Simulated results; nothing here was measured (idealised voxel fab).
Process module heading - voxel self aligned vias
The figure presents cross-section cut, which has a width of 270 nm and is divided into square cells with an edge length of 5 nm.
Each cross-section below is a grid of square cells, stated as bands in top-down order, with one or more rows of cells making up each band.
Basically the band line says how high the top is and how high the bottom is, in nm, and then what's in it from left to right, every material with its width in nm. Empty space shows up as "air", and if a single material carries "full width" it runs the full band edge to edge.
Heights are measured from 0, the level below which the as-received wafer is all one material; the lowest band has no bottom and continues downward, written as in "0..down".
Note: "30 to 40" means the width goes from the first number (top row of the band) to the second number (bottom row) in equal steps per row of cells.
A step reported as "everything unchanged" is a step in which no cell of the cross-section changed.
"Sealed-off cavities" - sealed voids, min. 8 cells, no opening to top; format: width x height at distance (distance from left edge; nm throughout).
Anything after a step's settings on that line? It's the simulator's own note about the step.
overlay nm: how far to the right of its planned place the mask lay on this masked step (negative: to the left).

## Intended process steps
1: RECEIVE [material Si]
2: CONFORMAL_DEP [material SiO2] [thk nm 15]
3: CONFORMAL_DEP [material SiCN] [thk nm 5]
4: DIRECTIONAL_DEP [material lowk] [thk nm 30]
5: MASKED_ETCH [tone open] [mask id LINES] [width nm 25] [pitch nm 75] [etch materials lowk] [depth nm 30] [overlay nm 0]
6: CONFORMAL_DEP [material TiN] [thk nm 5]
7: FILL_DEP [material W] [thk nm 10]
8: CMP [height nm 50]
9: SELECTIVE_ETCH [etch materials W Ru TiN] [depth nm 5]
10: FILL_DEP [material SiN] [thk nm 5]
11: CMP [height nm 50]
12: DIRECTIONAL_DEP [material lowk] [thk nm 15]
13: MASKED_ETCH [tone open] [mask id VIAS] [width nm 45] [pitch nm 75] [etch materials lowk] [depth nm 15] [overlay nm 0]
14: MASKED_ETCH [tone open] [mask id VIAS] [width nm 45] [pitch nm 75] [etch materials SiN] [depth nm 5] [overlay nm 0]
15: CONFORMAL_DEP [material TiN] [thk nm 5]
16: FILL_DEP [material Cu] [thk nm 10]
17: CMP [height nm 65]
18: CONFORMAL_DEP [material SiN] [thk nm 5]

## The following pertains to the first of two wafers, which was processed as planned

## Cross-sectional view of the wafer in its as-received condition, corresponding to the state after step 1
  0..down  Si full width
  Sealed-off cavities: none

## Step 2 complete: cross-section through the wafer
  15..0  SiO2 full width
  Under 0: no change, same as before.

## Step 3 complete: cross-section through the wafer
  20..15  SiCN full width
  Under 15: no change, same as before.

## Step 4 complete: cross-section through the wafer
  50..20  lowk full width
  Under 20: no change, same as before.

## Step 5 complete: cross-section through the wafer
  50..20  lowk 45 | air 25 | lowk 50 | air 25 | lowk 50 | air 25 | lowk 50
  Under 20: no change, same as before.

## Step 6 complete: cross-section through the wafer
  55..50  TiN 50 | air 15 | TiN 60 | air 15 | TiN 60 | air 15 | TiN 55
  50..25  lowk 45 | TiN 5 | air 15 | TiN 5 | lowk 50 | TiN 5 | air 15 | TiN 5 | lowk 50 | TiN 5 | air 15 | TiN 5 | lowk 50
  25..20  lowk 45 | TiN 25 | lowk 50 | TiN 25 | lowk 50 | TiN 25 | lowk 50
  Under 20: no change, same as before.

## Step 7 complete: cross-section through the wafer
  65..55  W full width
  55..50  TiN 50 | W 15 | TiN 60 | W 15 | TiN 60 | W 15 | TiN 55
  50..25  lowk 45 | TiN 5 | W 15 | TiN 5 | lowk 50 | TiN 5 | W 15 | TiN 5 | lowk 50 | TiN 5 | W 15 | TiN 5 | lowk 50
  Under 25: no change, same as before.

## Step 8 complete: cross-section through the wafer
  50..25  lowk 45 | TiN 5 | W 15 | TiN 5 | lowk 50 | TiN 5 | W 15 | TiN 5 | lowk 50 | TiN 5 | W 15 | TiN 5 | lowk 50
  Under 25: no change, same as before.

## Step 9 complete: cross-section through the wafer
  50..45  lowk 45 | air 25 | lowk 50 | air 25 | lowk 50 | air 25 | lowk 50
  Under 45: no change, same as before.

## Step 10 complete: cross-section through the wafer
  55..50  SiN full width
  50..45  lowk 45 | SiN 25 | lowk 50 | SiN 25 | lowk 50 | SiN 25 | lowk 50
  Under 45: no change, same as before.

## Step 11 complete: cross-section through the wafer
  50..45  lowk 45 | SiN 25 | lowk 50 | SiN 25 | lowk 50 | SiN 25 | lowk 50
  Under 45: no change, same as before.

## Step 12 complete: cross-section through the wafer
  65..50  lowk full width
  Under 50: no change, same as before.

## Step 13 complete: cross-section through the wafer
  65..50  lowk 35 | air 45 | lowk 30 | air 45 | lowk 30 | air 45 | lowk 40
  Under 50: no change, same as before.

## Step 14 complete: cross-section through the wafer
  65..50  lowk 35 | air 45 | lowk 30 | air 45 | lowk 30 | air 45 | lowk 40
  50..45  lowk 45 | air 25 | lowk 50 | air 25 | lowk 50 | air 25 | lowk 50
  Under 45: no change, same as before.

## Step 15 complete: cross-section through the wafer
  70..65  TiN 40 | air 35 | TiN 40 | air 35 | TiN 40 | air 35 | TiN 45
  65..55  lowk 35 | TiN 5 | air 35 | TiN 5 | lowk 30 | TiN 5 | air 35 | TiN 5 | lowk 30 | TiN 5 | air 35 | TiN 5 | lowk 40
  55..50  lowk 35 | TiN 15 | air 15 | TiN 15 | lowk 30 | TiN 15 | air 15 | TiN 15 | lowk 30 | TiN 15 | air 15 | TiN 15 | lowk 40
  50..45  lowk 45 | TiN 25 | lowk 50 | TiN 25 | lowk 50 | TiN 25 | lowk 50
  Under 45: no change, same as before.

## Step 16 complete: cross-section through the wafer
  80..70  Cu full width
  70..65  TiN 40 | Cu 35 | TiN 40 | Cu 35 | TiN 40 | Cu 35 | TiN 45
  65..55  lowk 35 | TiN 5 | Cu 35 | TiN 5 | lowk 30 | TiN 5 | Cu 35 | TiN 5 | lowk 30 | TiN 5 | Cu 35 | TiN 5 | lowk 40
  55..50  lowk 35 | TiN 15 | Cu 15 | TiN 15 | lowk 30 | TiN 15 | Cu 15 | TiN 15 | lowk 30 | TiN 15 | Cu 15 | TiN 15 | lowk 40
  Under 50: no change, same as before.

## Step 17 complete: cross-section through the wafer
  65..55  lowk 35 | TiN 5 | Cu 35 | TiN 5 | lowk 30 | TiN 5 | Cu 35 | TiN 5 | lowk 30 | TiN 5 | Cu 35 | TiN 5 | lowk 40
  Under 55: no change, same as before.

## Step 18 complete: cross-section through the wafer
  70..65  SiN full width
  Under 65: no change, same as before.

## Second wafer - shared start and plan with the first - one error in running - same as the first up to step 2 inclusive

## Second wafer cross-section, taken as of the time the plan sets for step 3 to be done
  20..15  Cu full width
  Under 15: no change, same as before.

## Second wafer cross-section, taken as of the time the plan sets for step 4 to be done
  50..20  lowk full width
  Under 20: no change, same as before.

## Second wafer cross-section, taken as of the time the plan sets for step 5 to be done
  50..20  lowk 45 | air 25 | lowk 50 | air 25 | lowk 50 | air 25 | lowk 50
  Under 20: no change, same as before.

## Second wafer cross-section, taken as of the time the plan sets for step 6 to be done
  55..50  TiN 50 | air 15 | TiN 60 | air 15 | TiN 60 | air 15 | TiN 55
  50..25  lowk 45 | TiN 5 | air 15 | TiN 5 | lowk 50 | TiN 5 | air 15 | TiN 5 | lowk 50 | TiN 5 | air 15 | TiN 5 | lowk 50
  25..20  lowk 45 | TiN 25 | lowk 50 | TiN 25 | lowk 50 | TiN 25 | lowk 50
  Under 20: no change, same as before.

## Second wafer cross-section, taken as of the time the plan sets for step 7 to be done
  65..55  W full width
  55..50  TiN 50 | W 15 | TiN 60 | W 15 | TiN 60 | W 15 | TiN 55
  50..25  lowk 45 | TiN 5 | W 15 | TiN 5 | lowk 50 | TiN 5 | W 15 | TiN 5 | lowk 50 | TiN 5 | W 15 | TiN 5 | lowk 50
  Under 25: no change, same as before.

## Second wafer cross-section, taken as of the time the plan sets for step 8 to be done
  50..25  lowk 45 | TiN 5 | W 15 | TiN 5 | lowk 50 | TiN 5 | W 15 | TiN 5 | lowk 50 | TiN 5 | W 15 | TiN 5 | lowk 50
  Under 25: no change, same as before.

## Second wafer cross-section, taken as of the time the plan sets for step 9 to be done
  50..45  lowk 45 | air 25 | lowk 50 | air 25 | lowk 50 | air 25 | lowk 50
  Under 45: no change, same as before.

## Second wafer cross-section, taken as of the time the plan sets for step 10 to be done
  55..50  SiN full width
  50..45  lowk 45 | SiN 25 | lowk 50 | SiN 25 | lowk 50 | SiN 25 | lowk 50
  Under 45: no change, same as before.

## Second wafer cross-section, taken as of the time the plan sets for step 11 to be done
  50..45  lowk 45 | SiN 25 | lowk 50 | SiN 25 | lowk 50 | SiN 25 | lowk 50
  Under 45: no change, same as before.

## Second wafer cross-section, taken as of the time the plan sets for step 12 to be done
  65..50  lowk full width
  Under 50: no change, same as before.

## Second wafer cross-section, taken as of the time the plan sets for step 13 to be done
  65..50  lowk 35 | air 45 | lowk 30 | air 45 | lowk 30 | air 45 | lowk 40
  Under 50: no change, same as before.

## Second wafer cross-section, taken as of the time the plan sets for step 14 to be done
  65..50  lowk 35 | air 45 | lowk 30 | air 45 | lowk 30 | air 45 | lowk 40
  50..45  lowk 45 | air 25 | lowk 50 | air 25 | lowk 50 | air 25 | lowk 50
  Under 45: no change, same as before.

## Second wafer cross-section, taken as of the time the plan sets for step 15 to be done
  70..65  TiN 40 | air 35 | TiN 40 | air 35 | TiN 40 | air 35 | TiN 45
  65..55  lowk 35 | TiN 5 | air 35 | TiN 5 | lowk 30 | TiN 5 | air 35 | TiN 5 | lowk 30 | TiN 5 | air 35 | TiN 5 | lowk 40
  55..50  lowk 35 | TiN 15 | air 15 | TiN 15 | lowk 30 | TiN 15 | air 15 | TiN 15 | lowk 30 | TiN 15 | air 15 | TiN 15 | lowk 40
  50..45  lowk 45 | TiN 25 | lowk 50 | TiN 25 | lowk 50 | TiN 25 | lowk 50
  Under 45: no change, same as before.

## Second wafer cross-section, taken as of the time the plan sets for step 16 to be done
  80..70  Cu full width
  70..65  TiN 40 | Cu 35 | TiN 40 | Cu 35 | TiN 40 | Cu 35 | TiN 45
  65..55  lowk 35 | TiN 5 | Cu 35 | TiN 5 | lowk 30 | TiN 5 | Cu 35 | TiN 5 | lowk 30 | TiN 5 | Cu 35 | TiN 5 | lowk 40
  55..50  lowk 35 | TiN 15 | Cu 15 | TiN 15 | lowk 30 | TiN 15 | Cu 15 | TiN 15 | lowk 30 | TiN 15 | Cu 15 | TiN 15 | lowk 40
  Under 50: no change, same as before.

## Second wafer cross-section, taken as of the time the plan sets for step 17 to be done
  65..55  lowk 35 | TiN 5 | Cu 35 | TiN 5 | lowk 30 | TiN 5 | Cu 35 | TiN 5 | lowk 30 | TiN 5 | Cu 35 | TiN 5 | lowk 40
  Under 55: no change, same as before.

## Second wafer cross-section, taken as of the time the plan sets for step 18 to be done
  70..65  SiN full width
  Under 65: no change, same as before.
What was the processing mistake? step 3 ran with different settings than intended, the actual operation and settings being CONFORMAL_DEP [material Cu] [thk nm 5]
It is noted that, at the conclusion of processing, the second wafer exhibits a higher or lower cell count for certain materials relative to the first: Cu: 54 more, SiCN: 54 fewer
